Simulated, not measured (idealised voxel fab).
The process module presented herein is designated voxel lift off.
Each square cell in cross-section cut measures 5 nm, and the section as a whole is 220 nm wide.
We lay out every cross-section as a grid of square cells and spell it out in bands from the top down, where one band means one or more rows of cells.
This entry defines a band. It first specifies the height of the band's top and the height of its bottom in nm, and then specifies the band's materials from left to right, stating each material with its width in nm. The word "all across" identifies a single material that fills the band from edge to edge, while the word "blank" identifies empty space.
Counting heights begins at 0, where everything beneath is, in the wafer as received, one material. The lowest band has no bottom; it goes on downwards, as "from 0 down" shows.
Graded width ("30..40"): value in top row of band = first number; value in bottom row = second number; row-to-row change constant.
A step reported as "no alteration" is a step in which no cell of the cross-section changed.
Entry "Sealed internal voids". Content: empty spaces with no open connection to the top, size 8 cells or greater. Each: width x height at distance. Distance: from left edge. Unit: nm.
That trailing text on a step's line, after the settings, is the simulator's own remark on the step.
Regarding "overlay nm": on a step with a mask, it is the distance the mask lay to the right of its planned place; a negative value places it to the left.
If you're wondering how to read the rest of this, here's the deal. It's pairs of cross-sections: one from before a process step, one from after it. The after one is only drawn as far down as the lowest band that changed. Right under each pair you'll see which step sits between them and what its settings were. Don't read the pairs as one continuous story, though. They can come from different runs of this module on the same starting wafer, and a pair only carries on from the one above it where its entry headed "Pre-process cross-section" says so.

## Pre-process cross-section
from 0 down | Si all across
Sealed internal voids: none

## Section After Processing
from 5 to 0 | SiN all across
Everything under 0 stays put, no change at all.
Sealed internal voids: none
Which operation links the two cross-sections above? CONFORMAL_DEP [material SiN] [thk nm 5]

Pre-process cross-section: Reference is made to the cross-section shown after the step in the pair directly above, which represents the state prior to this step.

## Section After Processing
from 25 to 5 | 20 nm resist  25 nm blank  25 nm resist  25 nm blank  25 nm resist  25 nm blank  25 nm resist  25 nm blank  25 nm resist
Everything under 5 stays put, no change at all.
Sealed internal voids: none
Which operation links the two cross-sections above? PATTERN [tone open] [mask id LINES] [material resist] [width nm 25] [pitch nm 50] [thk nm 20] [overlay nm 0]

Pre-process cross-section: Reference is made to the cross-section shown after the step in the pair directly above, which represents the state prior to this step.

## Section After Processing
from 35 to 25 | 20 nm Ru  25 nm blank  25 nm Ru  25 nm blank  25 nm Ru  25 nm blank  25 nm Ru  25 nm blank  25 nm Ru
from 25 to 15 | 20 nm resist  25 nm blank  25 nm resist  25 nm blank  25 nm resist  25 nm blank  25 nm resist  25 nm blank  25 nm resist
from 15 to 5 | 20 nm resist  25 nm Ru  25 nm resist  25 nm Ru  25 nm resist  25 nm Ru  25 nm resist  25 nm Ru  25 nm resist
Everything under 5 stays put, no change at all.
Sealed internal voids: none
Which operation links the two cross-sections above? DIRECTIONAL_DEP [material Ru] [thk nm 10]

Pre-process cross-section: Reference is made to the cross-section shown after the step in the pair directly above, which represents the state prior to this step.

## Section After Processing
from 15 to 5 | 20 nm blank  25 nm Ru  25 nm blank  25 nm Ru  25 nm blank  25 nm Ru  25 nm blank  25 nm Ru  25 nm blank
Everything under 5 stays put, no change at all.
Sealed internal voids: none
Which operation links the two cross-sections above? STRIP [etch materials resist]

Pre-process cross-section: Reference is made to the cross-section shown after the step in the pair directly above, which represents the state prior to this step.

## Section After Processing
from 25 to 15 | 10 nm blank  45 nm SiCN  5 nm blank  45 nm SiCN  5 nm blank  45 nm SiCN  5 nm blank  45 nm SiCN  15 nm blank
from 15 to 5 | 20 nm SiCN  25 nm Ru  25 nm SiCN  25 nm Ru  25 nm SiCN  25 nm Ru  25 nm SiCN  25 nm Ru  25 nm SiCN
Everything under 5 stays put, no change at all.
Sealed internal voids: none
Which operation links the two cross-sections above? CONFORMAL_DEP [material SiCN] [thk nm 10]

## Pre-process cross-section
from 0 down | Si all across
Sealed internal voids: none

## Section After Processing
from 20 to 0 | 20 nm resist  25 nm blank  25 nm resist  25 nm blank  25 nm resist  25 nm blank  25 nm resist  25 nm blank  25 nm resist
Everything under 0 stays put, no change at all.
Sealed internal voids: none
Which operation links the two cross-sections above? PATTERN [tone open] [mask id LINES] [material resist] [width nm 25] [pitch nm 50] [thk nm 20] [overlay nm 0]

Pre-process cross-section: Reference is made to the cross-section shown after the step in the pair directly above, which represents the state prior to this step.

## Section After Processing
from 30 to 20 | 20 nm Ru  25 nm blank  25 nm Ru  25 nm blank  25 nm Ru  25 nm blank  25 nm Ru  25 nm blank  25 nm Ru
from 20 to 10 | 20 nm resist  25 nm blank  25 nm resist  25 nm blank  25 nm resist  25 nm blank  25 nm resist  25 nm blank  25 nm resist
from 10 to 0 | 20 nm resist  25 nm Ru  25 nm resist  25 nm Ru  25 nm resist  25 nm Ru  25 nm resist  25 nm Ru  25 nm resist
Everything under 0 stays put, no change at all.
Sealed internal voids: none
Which operation links the two cross-sections above? DIRECTIONAL_DEP [material Ru] [thk nm 10]

Pre-process cross-section: Reference is made to the cross-section shown after the step in the pair directly above, which represents the state prior to this step.

## Section After Processing
from 10 to 0 | 20 nm blank  25 nm Ru  25 nm blank  25 nm Ru  25 nm blank  25 nm Ru  25 nm blank  25 nm Ru  25 nm blank
Everything under 0 stays put, no change at all.
Sealed internal voids: none
Which operation links the two cross-sections above? STRIP [etch materials resist]

Pre-process cross-section: Reference is made to the cross-section shown after the step in the pair directly above, which represents the state prior to this step.

## Section After Processing
from 20 to 10 | 10 nm blank  45 nm SiCN  5 nm blank  45 nm SiCN  5 nm blank  45 nm SiCN  5 nm blank  45 nm SiCN  15 nm blank
from 10 to 0 | 20 nm SiCN  25 nm Ru  25 nm SiCN  25 nm Ru  25 nm SiCN  25 nm Ru  25 nm SiCN  25 nm Ru  25 nm SiCN
Everything under 0 stays put, no change at all.
Sealed internal voids: none
Which operation links the two cross-sections above? CONFORMAL_DEP [material SiCN] [thk nm 10]

## Pre-process cross-section
from 15 to 5 | 20 nm blank  25 nm Ru  25 nm blank  25 nm Ru  25 nm blank  25 nm Ru  25 nm blank  25 nm Ru  25 nm blank
from 5 to 0 | SiN all across
from 0 down | Si all across
Sealed internal voids: none

## Section After Processing
from 20 to 15 | 15 nm blank  35 nm SiCN  15 nm blank  35 nm SiCN  15 nm blank  35 nm SiCN  15 nm blank  35 nm SiCN  20 nm blank
from 15 to 10 | 15 nm blank  5 nm SiCN  25 nm Ru  5 nm SiCN  15 nm blank  5 nm SiCN  25 nm Ru  5 nm SiCN  15 nm blank  5 nm SiCN  25 nm Ru  5 nm SiCN  15 nm blank  5 nm SiCN  25 nm Ru  5 nm SiCN  20 nm blank
from 10 to 5 | 20 nm SiCN  25 nm Ru  25 nm SiCN  25 nm Ru  25 nm SiCN  25 nm Ru  25 nm SiCN  25 nm Ru  25 nm SiCN
Everything under 5 stays put, no change at all.
Sealed internal voids: none
Which operation links the two cross-sections above? CONFORMAL_DEP [material SiCN] [thk nm 5]

## Pre-process cross-section
from 5 to 0 | SiN all across
from 0 down | Si all across
Sealed internal voids: none

## Section After Processing
from 25 to 5 | 15 nm resist  35 nm blank  15 nm resist  35 nm blank  15 nm resist  35 nm blank  15 nm resist  35 nm blank  20 nm resist
Everything under 5 stays put, no change at all.
Sealed internal voids: none
Which operation links the two cross-sections above? PATTERN [tone open] [mask id LINES] [material resist] [width nm 35] [pitch nm 50] [thk nm 20] [overlay nm 0]

Pre-process cross-section: Reference is made to the cross-section shown after the step in the pair directly above, which represents the state prior to this step.

## Section After Processing
from 35 to 25 | 15 nm Ru  35 nm blank  15 nm Ru  35 nm blank  15 nm Ru  35 nm blank  15 nm Ru  35 nm blank  20 nm Ru
from 25 to 15 | 15 nm resist  35 nm blank  15 nm resist  35 nm blank  15 nm resist  35 nm blank  15 nm resist  35 nm blank  20 nm resist
from 15 to 5 | 15 nm resist  35 nm Ru  15 nm resist  35 nm Ru  15 nm resist  35 nm Ru  15 nm resist  35 nm Ru  20 nm resist
Everything under 5 stays put, no change at all.
Sealed internal voids: none
Which operation links the two cross-sections above? DIRECTIONAL_DEP [material Ru] [thk nm 10]

Pre-process cross-section: Reference is made to the cross-section shown after the step in the pair directly above, which represents the state prior to this step.

## Section After Processing
from 15 to 5 | 15 nm blank  35 nm Ru  15 nm blank  35 nm Ru  15 nm blank  35 nm Ru  15 nm blank  35 nm Ru  20 nm blank
Everything under 5 stays put, no change at all.
Sealed internal voids: none
Which operation links the two cross-sections above? STRIP [etch materials resist]

Pre-process cross-section: Reference is made to the cross-section shown after the step in the pair directly above, which represents the state prior to this step.

## Section After Processing
from 25 to 15 | 5 nm blank  205 nm SiCN  10 nm blank
from 15 to 5 | 15 nm SiCN  35 nm Ru  15 nm SiCN  35 nm Ru  15 nm SiCN  35 nm Ru  15 nm SiCN  35 nm Ru  20 nm SiCN
Everything under 5 stays put, no change at all.
Sealed internal voids: none
Which operation links the two cross-sections above? CONFORMAL_DEP [material SiCN] [thk nm 10]

## Pre-process cross-section
from 5 to 0 | SiN all across
from 0 down | Si all across
Sealed internal voids: none

## Section After Processing
from 25 to 5 | 25 nm resist  25 nm blank  25 nm resist  25 nm blank  25 nm resist  25 nm blank  25 nm resist  25 nm blank  20 nm resist
Everything under 5 stays put, no change at all.
Sealed internal voids: none
Which operation links the two cross-sections above? PATTERN [tone open] [mask id LINES] [material resist] [width nm 25] [pitch nm 50] [thk nm 20] [overlay nm 5]

Pre-process cross-section: Reference is made to the cross-section shown after the step in the pair directly above, which represents the state prior to this step.

## Section After Processing
from 35 to 25 | 25 nm Ru  25 nm blank  25 nm Ru  25 nm blank  25 nm Ru  25 nm blank  25 nm Ru  25 nm blank  20 nm Ru
from 25 to 15 | 25 nm resist  25 nm blank  25 nm resist  25 nm blank  25 nm resist  25 nm blank  25 nm resist  25 nm blank  20 nm resist
from 15 to 5 | 25 nm resist  25 nm Ru  25 nm resist  25 nm Ru  25 nm resist  25 nm Ru  25 nm resist  25 nm Ru  20 nm resist
Everything under 5 stays put, no change at all.
Sealed internal voids: none
Which operation links the two cross-sections above? DIRECTIONAL_DEP [material Ru] [thk nm 10]

Pre-process cross-section: Reference is made to the cross-section shown after the step in the pair directly above, which represents the state prior to this step.

## Section After Processing
from 15 to 5 | 25 nm blank  25 nm Ru  25 nm blank  25 nm Ru  25 nm blank  25 nm Ru  25 nm blank  25 nm Ru  20 nm blank
Everything under 5 stays put, no change at all.
Sealed internal voids: none
Which operation links the two cross-sections above? STRIP [etch materials resist]

Pre-process cross-section: Reference is made to the cross-section shown after the step in the pair directly above, which represents the state prior to this step.

## Section After Processing
from 25 to 15 | 15 nm blank  45 nm SiCN  5 nm blank  45 nm SiCN  5 nm blank  45 nm SiCN  5 nm blank  45 nm SiCN  10 nm blank
from 15 to 5 | 25 nm SiCN  25 nm Ru  25 nm SiCN  25 nm Ru  25 nm SiCN  25 nm Ru  25 nm SiCN  25 nm Ru  20 nm SiCN
Everything under 5 stays put, no change at all.
Sealed internal voids: none
Which operation links the two cross-sections above? CONFORMAL_DEP [material SiCN] [thk nm 10]

## Pre-process cross-section
from 25 to 5 | 20 nm resist  25 nm blank  25 nm resist  25 nm blank  25 nm resist  25 nm blank  25 nm resist  25 nm blank  25 nm resist
from 5 to 0 | SiN all across
from 0 down | Si all across
Sealed internal voids: none

## Section After Processing
from 35 to 25 | 20 nm SiN  25 nm blank  25 nm SiN  25 nm blank  25 nm SiN  25 nm blank  25 nm SiN  25 nm blank  25 nm SiN
from 25 to 15 | 20 nm resist  25 nm blank  25 nm resist  25 nm blank  25 nm resist  25 nm blank  25 nm resist  25 nm blank  25 nm resist
from 15 to 5 | 20 nm resist  25 nm SiN  25 nm resist  25 nm SiN  25 nm resist  25 nm SiN  25 nm resist  25 nm SiN  25 nm resist
Everything under 5 stays put, no change at all.
Sealed internal voids: none
Which operation links the two cross-sections above? DIRECTIONAL_DEP [material SiN] [thk nm 10]

Pre-process cross-section: Reference is made to the cross-section shown after the step in the pair directly above, which represents the state prior to this step.

## Section After Processing
from 15 to 5 | 20 nm blank  25 nm SiN  25 nm blank  25 nm SiN  25 nm blank  25 nm SiN  25 nm blank  25 nm SiN  25 nm blank
Everything under 5 stays put, no change at all.
Sealed internal voids: none
Which operation links the two cross-sections above? STRIP [etch materials resist]

Pre-process cross-section: Reference is made to the cross-section shown after the step in the pair directly above, which represents the state prior to this step.

## Section After Processing
from 25 to 15 | 10 nm blank  45 nm SiCN  5 nm blank  45 nm SiCN  5 nm blank  45 nm SiCN  5 nm blank  45 nm SiCN  15 nm blank
from 15 to 5 | 20 nm SiCN  25 nm SiN  25 nm SiCN  25 nm SiN  25 nm SiCN  25 nm SiN  25 nm SiCN  25 nm SiN  25 nm SiCN
Everything under 5 stays put, no change at all.
Sealed internal voids: none
Which operation links the two cross-sections above? CONFORMAL_DEP [material SiCN] [thk nm 10]

## Pre-process cross-section
from 5 to 0 | SiN all across
from 0 down | Si all across
Sealed internal voids: none

## Section After Processing
from 25 to 5 | 20 nm blank  25 nm resist  25 nm blank  25 nm resist  25 nm blank  25 nm resist  25 nm blank  25 nm resist  25 nm blank
Everything under 5 stays put, no change at all.
Sealed internal voids: none
Which operation links the two cross-sections above? PATTERN [tone cover] [mask id LINES] [material resist] [width nm 25] [pitch nm 50] [thk nm 20] [overlay nm 0]

Pre-process cross-section: Reference is made to the cross-section shown after the step in the pair directly above, which represents the state prior to this step.

## Section After Processing
from 35 to 25 | 20 nm blank  25 nm Ru  25 nm blank  25 nm Ru  25 nm blank  25 nm Ru  25 nm blank  25 nm Ru  25 nm blank
from 25 to 15 | 20 nm blank  25 nm resist  25 nm blank  25 nm resist  25 nm blank  25 nm resist  25 nm blank  25 nm resist  25 nm blank
from 15 to 5 | 20 nm Ru  25 nm resist  25 nm Ru  25 nm resist  25 nm Ru  25 nm resist  25 nm Ru  25 nm resist  25 nm Ru
Everything under 5 stays put, no change at all.
Sealed internal voids: none
Which operation links the two cross-sections above? DIRECTIONAL_DEP [material Ru] [thk nm 10]

Pre-process cross-section: Reference is made to the cross-section shown after the step in the pair directly above, which represents the state prior to this step.

## Section After Processing
from 15 to 5 | 20 nm Ru  25 nm blank  25 nm Ru  25 nm blank  25 nm Ru  25 nm blank  25 nm Ru  25 nm blank  25 nm Ru
Everything under 5 stays put, no change at all.
Sealed internal voids: none
Which operation links the two cross-sections above? STRIP [etch materials resist]

Pre-process cross-section: Reference is made to the cross-section shown after the step in the pair directly above, which represents the state prior to this step.

## Section After Processing
from 25 to 15 | 30 nm SiCN  5 nm blank  45 nm SiCN  5 nm blank  45 nm SiCN  5 nm blank  45 nm SiCN  5 nm blank  35 nm SiCN
from 15 to 5 | 20 nm Ru  25 nm SiCN  25 nm Ru  25 nm SiCN  25 nm Ru  25 nm SiCN  25 nm Ru  25 nm SiCN  25 nm Ru
Everything under 5 stays put, no change at all.
Sealed internal voids: none
Which operation links the two cross-sections above? CONFORMAL_DEP [material SiCN] [thk nm 10]
